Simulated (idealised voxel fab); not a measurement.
The following is a process module called voxel ribs on slabs.
Cross-section cut spans 285 nm and uses square cells 5 nm in size.
A cross-section is written here as square cells arranged in a grid, and it is given in bands from the top down, each band taking up one or more rows of cells. Quick guide to a band line: top height, bottom height (nm) up front; then every material left to right with its width in nm. Only one material and it's marked "throughout"? Then it fills the band edge to edge. And "air" just means empty space. Heights are reckoned from 0. Under this level, the received wafer is all of one material. The bottommost band is open-ended downward, for example "0 and below". The two numbers in a width such as "30->40" mark its ends across the band: the first belongs to the top row of cells, the second to the bottom row, and from each row to the next the width moves by the same amount. "nothing altered" -> step changed no cross-section cell. Reported under the label "Fully closed voids" are the empty spaces having no open way to the top and comprising 8 cells or more; the notation for each is width x height at distance, in which the distance is measured from the left edge and all three values are in nm. Heads up: the bit after the settings on a step's line is the simulator's remark on that step. "overlay nm", when on a step's line for a step with a mask, measures how far to the right of its planned place the mask lay; a negative measure means to the left.

Intended process steps
1. RECEIVE (material Si)
2. DIRECTIONAL_DEP (material SiO2; thk nm 30)
3. DIRECTIONAL_DEP (material SiN; thk nm 20)
4. MASKED_ETCH (tone cover; mask id RIB; width nm 25; etch materials SiN; depth nm 15; overlay nm 0)
5. PATTERN (tone cover; mask id SLAB; material resist; width nm 65; thk nm 15; overlay nm 0)
6. DIRECTIONAL_ETCH (etch materials SiN; depth nm 5)
7. STRIP (etch materials resist)
8. FILL_DEP (material SiO2; thk nm 25)
9. CMP (height nm 70)
10. DIRECTIONAL_DEP (material TiN; thk nm 10)
11. DIRECTIONAL_DEP (material aC; thk nm 15)
12. PATTERN (tone cover; mask id HEATER; material resist; width nm 35; thk nm 35; overlay nm 0)
13. DIRECTIONAL_ETCH (etch materials aC; depth nm 15)
14. STRIP (etch materials resist)
15. DIRECTIONAL_ETCH (etch materials TiN; depth nm 10)
16. STRIP (etch materials aC)
17. CONFORMAL_DEP (material SiO2; thk nm 5)

First of the two wafers, run per plan

Delivered wafer in cross-section: state after step 1
0 and below: Si throughout
Fully closed voids: none

Wafer after step 2 (cross-section)
30 down to 0: SiO2 throughout
Anything lower than 0 is untouched.

Wafer after step 3 (cross-section)
50 down to 30: SiN throughout
Anything lower than 30 is untouched.

Wafer after step 4 (cross-section)
50 down to 35: 130 nm air | 25 nm SiN | 130 nm air
Anything lower than 35 is untouched.

Wafer after step 5 (cross-section)
65 down to 50: 110 nm air | 65 nm resist | 110 nm air
50 down to 35: 110 nm air | 20 nm resist | 25 nm SiN | 20 nm resist | 110 nm air
Anything lower than 35 is untouched.

Wafer after step 6 (cross-section)
65 down to 50: 110 nm air | 65 nm resist | 110 nm air
50 down to 35: 110 nm air | 20 nm resist | 25 nm SiN | 20 nm resist | 110 nm air
35 down to 30: 110 nm air | 65 nm SiN | 110 nm air
Anything lower than 30 is untouched.

Wafer after step 7 (cross-section)
50 down to 35: 130 nm air | 25 nm SiN | 130 nm air
Anything lower than 35 is untouched.

Wafer after step 8 (cross-section)
75 down to 50: SiO2 throughout
50 down to 35: 130 nm SiO2 | 25 nm SiN | 130 nm SiO2
35 down to 30: 110 nm SiO2 | 65 nm SiN | 110 nm SiO2
Anything lower than 30 is untouched.

Wafer after step 9 (cross-section)
70 down to 50: SiO2 throughout
Anything lower than 50 is untouched.

Wafer after step 10 (cross-section)
80 down to 70: TiN throughout
Anything lower than 70 is untouched.

Wafer after step 11 (cross-section)
95 down to 80: aC throughout
Anything lower than 80 is untouched.

Wafer after step 12 (cross-section)
130 down to 95: 125 nm air | 35 nm resist | 125 nm air
Anything lower than 95 is untouched.

Wafer after step 13 (cross-section)
115 down to 95: 125 nm air | 35 nm resist | 125 nm air
95 down to 80: 125 nm air | 35 nm aC | 125 nm air
Anything lower than 80 is untouched.

Wafer after step 14 (cross-section)
95 down to 80: 125 nm air | 35 nm aC | 125 nm air
Anything lower than 80 is untouched.

Wafer after step 15 (cross-section)
95 down to 80: 125 nm air | 35 nm aC | 125 nm air
80 down to 70: 125 nm air | 35 nm TiN | 125 nm air
Anything lower than 70 is untouched.

Wafer after step 16 (cross-section)
80 down to 70: 125 nm air | 35 nm TiN | 125 nm air
Anything lower than 70 is untouched.

Wafer after step 17 (cross-section)
85 down to 80: 120 nm air | 45 nm SiO2 | 120 nm air
80 down to 75: 120 nm air | 5 nm SiO2 | 35 nm TiN | 5 nm SiO2 | 120 nm air
75 down to 70: 125 nm SiO2 | 35 nm TiN | 125 nm SiO2
Anything lower than 70 is untouched.

The second wafer was prepared from the same starting point and under the same plan as the first; its processing contained one mistake, and it remains indistinguishable from the first wafer up to and including step 4

Cross-section, second wafer, at the end time the plan gives for step 5
65 down to 50: 110 nm resist | 65 nm air | 110 nm resist
50 down to 35: 110 nm resist | 20 nm air | 25 nm SiN | 20 nm air | 110 nm resist
Anything lower than 35 is untouched.

Cross-section, second wafer, at the end time the plan gives for step 6
65 down to 45: 110 nm resist | 65 nm air | 110 nm resist
45 down to 35: 110 nm resist | 20 nm air | 25 nm SiN | 20 nm air | 110 nm resist
35 down to 30: 110 nm SiN | 20 nm air | 25 nm SiN | 20 nm air | 110 nm SiN
Anything lower than 30 is untouched.

Cross-section, second wafer, at the end time the plan gives for step 7
45 down to 35: 130 nm air | 25 nm SiN | 130 nm air
Anything lower than 35 is untouched.

Cross-section, second wafer, at the end time the plan gives for step 8
70 down to 45: SiO2 throughout
45 down to 35: 130 nm SiO2 | 25 nm SiN | 130 nm SiO2
35 down to 30: 110 nm SiN | 20 nm SiO2 | 25 nm SiN | 20 nm SiO2 | 110 nm SiN
Anything lower than 30 is untouched.

Cross-section, second wafer, at the end time the plan gives for step 9: nothing altered

Cross-section, second wafer, at the end time the plan gives for step 10
80 down to 70: TiN throughout
Anything lower than 70 is untouched.

Cross-section, second wafer, at the end time the plan gives for step 11
95 down to 80: aC throughout
Anything lower than 80 is untouched.

Cross-section, second wafer, at the end time the plan gives for step 12
130 down to 95: 125 nm air | 35 nm resist | 125 nm air
Anything lower than 95 is untouched.

Cross-section, second wafer, at the end time the plan gives for step 13
115 down to 95: 125 nm air | 35 nm resist | 125 nm air
95 down to 80: 125 nm air | 35 nm aC | 125 nm air
Anything lower than 80 is untouched.

Cross-section, second wafer, at the end time the plan gives for step 14
95 down to 80: 125 nm air | 35 nm aC | 125 nm air
Anything lower than 80 is untouched.

Cross-section, second wafer, at the end time the plan gives for step 15
95 down to 80: 125 nm air | 35 nm aC | 125 nm air
80 down to 70: 125 nm air | 35 nm TiN | 125 nm air
Anything lower than 70 is untouched.

Cross-section, second wafer, at the end time the plan gives for step 16
80 down to 70: 125 nm air | 35 nm TiN | 125 nm air
Anything lower than 70 is untouched.

Cross-section, second wafer, at the end time the plan gives for step 17
85 down to 80: 120 nm air | 45 nm SiO2 | 120 nm air
80 down to 75: 120 nm air | 5 nm SiO2 | 35 nm TiN | 5 nm SiO2 | 120 nm air
75 down to 70: 125 nm SiO2 | 35 nm TiN | 125 nm SiO2
Anything lower than 70 is untouched.
Run error: not per plan at step 5, really ran PATTERN (tone open; mask id SLAB; material resist; width nm 65; thk nm 15; overlay nm 0)
In the final state, the cell counts of the second wafer exceed or fall short of those of the first for the following materials: 31 more of SiN | 31 fewer of SiO2
